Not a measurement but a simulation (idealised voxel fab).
Process module in this document: voxel gate over fins
Displayed cross-section: cut, width of 240 nm, square cells sized 5 nm.
Format of a cross-section: grid, square cells. Given as bands. Order: top down. Band: one or more rows of cells.
Basically the band line says how high the top is and how high the bottom is, in nm, and then what's in it from left to right, every material with its width in nm. Empty space shows up as "air", and if a single material carries "edge to edge" it runs the full band edge to edge.
Heights are expressed relative to 0, this being the level below which the as-received wafer comprises one material exclusively. The lowest band is unbounded in the downward direction and is denoted as in "z 0 and below".
When a width is written as two numbers, as in "30->40", the first number is the width in the top row of cells of the band and the second is the width in its bottom row, and the width changes by the same amount from each row to the next.
The cross-section has no changed cell in any step marked "remains unaltered".
Entry "Trapped cavities". Content: empty spaces with no open connection to the top, size 8 cells or greater. Each: width x height at distance. Distance: from left edge. Unit: nm.
If you see something after the settings on a step's line, that's the simulator's own remark about that step.
When a step includes a mask, the "overlay nm" setting on its line states how far to the right of its planned place that mask lay, and negative values state how far to the left.
# Process steps foreseen in the plan
step 1: RECEIVE: material Si
step 2: CONFORMAL_DEP: material SiN, thk nm 5
step 3: DIRECTIONAL_DEP: material aC, thk nm 10
step 4: PATTERN: tone cover, mask id FINS, material resist, width nm 15, pitch nm 35, thk nm 30, overlay nm 0
step 5: DIRECTIONAL_ETCH: etch materials aC, depth nm 10
step 6: STRIP: etch materials resist
step 7: DIRECTIONAL_ETCH: etch materials SiN, depth nm 5
step 8: DIRECTIONAL_ETCH: etch materials Si, depth nm 35
step 9: STRIP: etch materials aC
step 10: FILL_DEP: material SiO2, thk nm 10
step 11: CMP: height nm 5
step 12: SELECTIVE_ETCH: etch materials SiO2, depth nm 20
step 13: STRIP: etch materials SiN
step 14: CONFORMAL_DEP: material HfO2, thk nm 5
step 15: CONFORMAL_DEP: material TiN, thk nm 5
step 16: FILL_DEP: material W, thk nm 10
step 17: CMP: height nm 15
step 18: CONFORMAL_DEP: material SiCN, thk nm 5
# as received, after step 1
    z 0 and below | Si edge to edge
    Trapped cavities: none
# End-of-module cross-section of the first of two wafers, processed as planned
    z 20 to 15 | SiCN edge to edge
    z 15 to 10 | W edge to edge
    z 10 to 5 | W (50), then TiN (140), then W (50)
    z 5 to 0 | W (50), then TiN (5), then HfO2 (25), then TiN (10), then HfO2 (25), then TiN (10), then HfO2 (25), then TiN (10), then HfO2 (25), then TiN (5), then W (50)
    z 0 to -5 | W (50), then TiN (5), then HfO2 (5), then Si (15), then HfO2 (5), then TiN (10), then HfO2 (5), then Si (15), then HfO2 (5), then TiN (10), then HfO2 (5), then Si (15), then HfO2 (5), then TiN (10), then HfO2 (5), then Si (15), then HfO2 (5), then TiN (5), then W (50)
    z -5 to -10 | TiN (55), then HfO2 (5), then Si (15), then HfO2 (5), then TiN (10), then HfO2 (5), then Si (15), then HfO2 (5), then TiN (10), then HfO2 (5), then Si (15), then HfO2 (5), then TiN (10), then HfO2 (5), then Si (15), then HfO2 (5), then TiN (55)
    z -10 to -15 | HfO2 (60), then Si (15), then HfO2 (20), then Si (15), then HfO2 (20), then Si (15), then HfO2 (20), then Si (15), then HfO2 (60)
    z -15 to -35 | SiO2 (60), then Si (15), then SiO2 (20), then Si (15), then SiO2 (20), then Si (15), then SiO2 (20), then Si (15), then SiO2 (60)
    z -35 and below | Si edge to edge
    Trapped cavities: none
# Wafer two cross-section, module end. Start and plan unchanged from wafer one; one mistake made during the run
    z 20 to 15 | SiCN edge to edge
    z 15 to 10 | W edge to edge
    z 10 to 5 | W (50), then TiN (145), then W (45)
    z 5 to 0 | W (50), then TiN (5), then HfO2 (30), then TiN (5), then HfO2 (30), then TiN (5), then HfO2 (30), then TiN (5), then HfO2 (30), then TiN (5), then W (45)
    z 0 to -5 | W (50), then TiN (5), then HfO2 (5), then Si (20), then HfO2 (5), then TiN (5), then HfO2 (5), then Si (20), then HfO2 (5), then TiN (5), then HfO2 (5), then Si (20), then HfO2 (5), then TiN (5), then HfO2 (5), then Si (20), then HfO2 (5), then TiN (5), then W (45)
    z -5 to -10 | TiN (55), then HfO2 (5), then Si (20), then HfO2 (5), then TiN (5), then HfO2 (5), then Si (20), then HfO2 (5), then TiN (5), then HfO2 (5), then Si (20), then HfO2 (5), then TiN (5), then HfO2 (5), then Si (20), then HfO2 (5), then TiN (50)
    z -10 to -15 | HfO2 (60), then Si (20), then HfO2 (15), then Si (20), then HfO2 (15), then Si (20), then HfO2 (15), then Si (20), then HfO2 (55)
    z -15 to -35 | SiO2 (60), then Si (20), then SiO2 (15), then Si (20), then SiO2 (15), then Si (20), then SiO2 (15), then Si (20), then SiO2 (55)
    z -35 and below | Si edge to edge
    Trapped cavities: none
The plan and the run diverged here: so step 4 ended up running with a different setting than we planned, it ran as PATTERN: tone cover, mask id FINS, material resist, width nm 20, pitch nm 35, thk nm 30, overlay nm 0
Bottom line after processing is that, in cells, the second wafer is up or down on some materials versus the first: Si +28 | SiO2 -16 | TiN -9 | W -3
